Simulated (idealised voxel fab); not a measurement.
process module | voxel wiring stack
cross-section cut | 195 nm wide | cells 5 nm
A cross-section is a grid of square cells, given in bands from the top down. A band is one or more rows of cells.
Each band's line starts with the height of the band's top and of its bottom, in nm. Then come its materials from left to right, each with its width in nm. One material with "throughout" fills the band from edge to edge. "air" is empty space.
Height 0 is the level under which the wafer as received is all one material. The lowest band goes on downwards, as in "0 down".
A width such as "30 to 40" changes by the same amount from each row of cells to the next, from the band's top row to its bottom row.
"no change" after a step means that no cell of the cross-section changed.
closed voids: empty space of 8 cells or more with no open way to the top, each as width x height at its distance from the left edge, in nm
after a step's settings: what the simulator itself notes on the step
overlay nm, on a step with a mask: how far to the right of its planned place the mask lay; to the left if negative
plan
1 op RECEIVE | material Si
2 op CONFORMAL_DEP | material SiO2 | thk nm 15
3 op DIRECTIONAL_DEP | material TiN | thk nm 5
4 op DIRECTIONAL_DEP | material W | thk nm 15
5 op MASKED_ETCH | tone cover | mask id METAL_1 | width nm 30 | pitch nm 50 | etch materials W | depth nm 15 | overlay nm 0
6 op MASKED_ETCH | tone cover | mask id METAL_1 | width nm 30 | pitch nm 50 | etch materials TiN | depth nm 5 | overlay nm 0
7 op CONFORMAL_DEP | material SiN | thk nm 5
8 op FILL_DEP | material SiO2 | thk nm 5
9 op CMP | height nm 35
10 op CONFORMAL_DEP | material SiCN | thk nm 5
11 op DIRECTIONAL_DEP | material SiO2 | thk nm 10
12 op MASKED_ETCH | tone open | mask id PLUG_1 | width nm 15 | pitch nm 50 | etch materials SiO2 | depth nm 10 | overlay nm 0
13 op MASKED_ETCH | tone open | mask id PLUG_1 | width nm 15 | pitch nm 50 | etch materials SiCN | depth nm 5 | overlay nm 0
14 op EPI | material Ru | thk nm 10
15 op EPI | material Ru | thk nm 5
16 op CONFORMAL_DEP | material SiN | thk nm 5
17 op DIRECTIONAL_DEP | material lowk | thk nm 20
18 op DIRECTIONAL_DEP | material aC | thk nm 15
19 op PATTERN | tone open | mask id METAL_2 | material resist | width nm 20 | pitch nm 50 | thk nm 35 | overlay nm 0
20 op DIRECTIONAL_ETCH | etch materials aC | depth nm 15
21 op STRIP | etch materials resist
22 op DIRECTIONAL_ETCH | etch materials lowk | depth nm 20
23 op DIRECTIONAL_ETCH | etch materials SiN | depth nm 5
24 op STRIP | etch materials aC
25 op CONFORMAL_DEP | material TiN | thk nm 5
26 op FILL_DEP | material Cu | thk nm 10
27 op CMP | height nm 75
28 op EPI | material Ru | thk nm 5
29 op FILL_DEP | material SiCN | thk nm 5
varied across the wafers: width nm of step 19. The plan shows the first wafer's value. All wafers start alike
first wafer as received, after step 1
  0 down: Si throughout
  closed voids: none
each wafer at the end: cells of each material gained (+) or lost (-) since it was received, then its closed voids
width nm 20 | +24 Cu | +45 Ru | +90 SiCN | +66 SiN | +222 SiO2 | +54 TiN | +54 W | +108 lowk | closed voids: none
width nm 25 | +36 Cu | +48 Ru | +87 SiCN | +63 SiN | +222 SiO2 | +57 TiN | +54 W | +96 lowk | closed voids: none
width nm 30 | +48 Cu | +51 Ru | +84 SiCN | +60 SiN | +222 SiO2 | +60 TiN | +54 W | +84 lowk | closed voids: none
width nm 35 | +60 Cu | +54 Ru | +81 SiCN | +57 SiN | +222 SiO2 | +63 TiN | +54 W | +72 lowk | closed voids: none
